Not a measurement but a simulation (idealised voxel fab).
Documented hereafter: the process module known as voxel air gaps.
Section cut is 220 nm wide and gridded with 5 nm square cells.
Notation: cross-section as square-cell grid; stated in bands, top first, going down; one or more cell rows per band.
Top, bottom (nm), then materials left to right with widths (nm); lone material tagged "all across" fills the whole band edge to edge; "empty" = empty space.
Note: height 0 marks the level under which the wafer is uniformly one material as received. Lowest band unbounded below, written "top 0, no bottom".
A width given as "30..40" starts at the first number in the band's top row and ends at the second number in its bottom row, shifting by an equal amount at every step from row to row.
"no alteration" means the step left every cell of the cross-section as it was.
Any empty space of 8 cells or more lacking an open way to the top shows up in "Non-vented voids" as width x height at distance, distance from the left edge, in nm.
Past the settings on a step's line: simulator remark, on that step.
"overlay nm", when on a step's line for a step with a mask, measures how far to the right of its planned place the mask lay; a negative measure means to the left.
Process steps (planned)
- 1: RECEIVE: material Si
- 2: CONFORMAL_DEP: material SiO2, thk nm 15
- 3: CONFORMAL_DEP: material SiN, thk nm 5
- 4: DIRECTIONAL_DEP: material SiO2, thk nm 35
- 5: DIRECTIONAL_DEP: material aC, thk nm 15
- 6: PATTERN: tone open, mask id LINES, material resist, width nm 20, pitch nm 50, thk nm 30, overlay nm 0
- 7: DIRECTIONAL_ETCH: etch materials aC, depth nm 15
- 8: STRIP: etch materials resist
- 9: DIRECTIONAL_ETCH: etch materials SiO2, depth nm 35
- 10: STRIP: etch materials aC
- 11: CONFORMAL_DEP: material TiN, thk nm 5
- 12: FILL_DEP: material W, thk nm 10
- 13: CMP: height nm 55
- 14: EPI: material Ru, thk nm 10
- 15: SELECTIVE_ETCH: etch materials SiO2, depth nm 45
- 16: CONFORMAL_DEP: material SiCN, thk nm 5
As received (post step 1): cross-section
  top 0, no bottom = Si all across
  Non-vented voids: none
Post-module cross-section: identical start and plan to those above, one misstep in execution
  top 70, bottom 65 = SiCN all across
  top 65, bottom 55 = Ru all across
  top 55, bottom 25 = W 20, then TiN 5, then SiO2 20, then TiN 5, then W 20, then TiN 5, then SiO2 20, then TiN 5, then W 20, then TiN 5, then SiO2 20, then TiN 5, then W 20, then TiN 5, then SiO2 20, then TiN 5, then W 20
  top 25, bottom 20 = TiN 25, then SiO2 20, then TiN 30, then SiO2 20, then TiN 30, then SiO2 20, then TiN 30, then SiO2 20, then TiN 25
  top 20, bottom 15 = SiN all across
  top 15, bottom 0 = SiO2 all across
  top 0, no bottom = Si all across
  Non-vented voids: none
Want to know what went wrong? so step 6 ended up running with a different setting than we planned, it ran as PATTERN: tone cover, mask id LINES, material resist, width nm 20, pitch nm 50, thk nm 30, overlay nm 0
